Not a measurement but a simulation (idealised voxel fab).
Process module name: voxel fin reveal
Cross-sectional view cut (width: 275 nm; square cell size: 5 nm).
Think of the cross-section as a grid of square cells. We describe it in bands, top to bottom, and each band covers one or more rows of those cells. What a band's entry tells you: where the top is and where the bottom is, as heights in nm, and after that what lies inside, material by material from left to right, each with its width in nm. Empty space is written as the word "empty", and a single material marked with the word "full width" occupies the band from edge to edge. Heights from 0 (as-received wafer is one material below). Bottom band endless downward, as "0 down". Think of "30 to 40" as a width that walks from the first number to the second as you go down the band, top row to bottom row, taking equal-sized steps from row to row. "remained the same", as given for a step, is the statement that not any cell of the cross-section underwent a change during that step. Entry "Closed void list". Content: empty spaces with no open connection to the top, size 8 cells or greater. Each: width x height at distance. Distance: from left edge. Unit: nm. On each step's line, the part that comes after the settings is the simulator's own comment on the step. The setting "overlay nm" may be written on the line of a step. When the step uses a mask, the value reports how far to the right of the planned place the mask lay, and a negative value reports that it lay to the left.

### Intended process steps
1) RECEIVE: material Si
2) CONFORMAL_DEP: material SiN, thk nm 5
3) MASKED_ETCH: tone cover, mask id FINS, width nm 15, pitch nm 40, etch materials SiN, depth nm 5, overlay nm 0
4) MASKED_ETCH: tone cover, mask id FINS, width nm 15, pitch nm 40, etch materials Si, depth nm 30, overlay nm 0
5) FILL_DEP: material SiO2, thk nm 15
6) CMP: height nm 5
7) SELECTIVE_ETCH: etch materials SiO2, depth nm 25
8) STRIP: etch materials SiN
9) CONFORMAL_DEP: material SiO2, thk nm 5

### As-received state of the wafer in cross-section, equivalent to post-step 1
0 down | Si full width
Closed void list: none

### Post-module cross-section: identical start and plan to those above, one misstep in execution
5 to 0 | empty 105 nm | SiO2 25 nm | empty 15 nm | SiO2 25 nm | empty 105 nm
0 to -30 | SiO2 110 nm | Si 15 nm | SiO2 25 nm | Si 15 nm | SiO2 110 nm
-30 down | Si full width
Closed void list: none
What was done differently from what was planned? plan step 6 was not performed, having been skipped
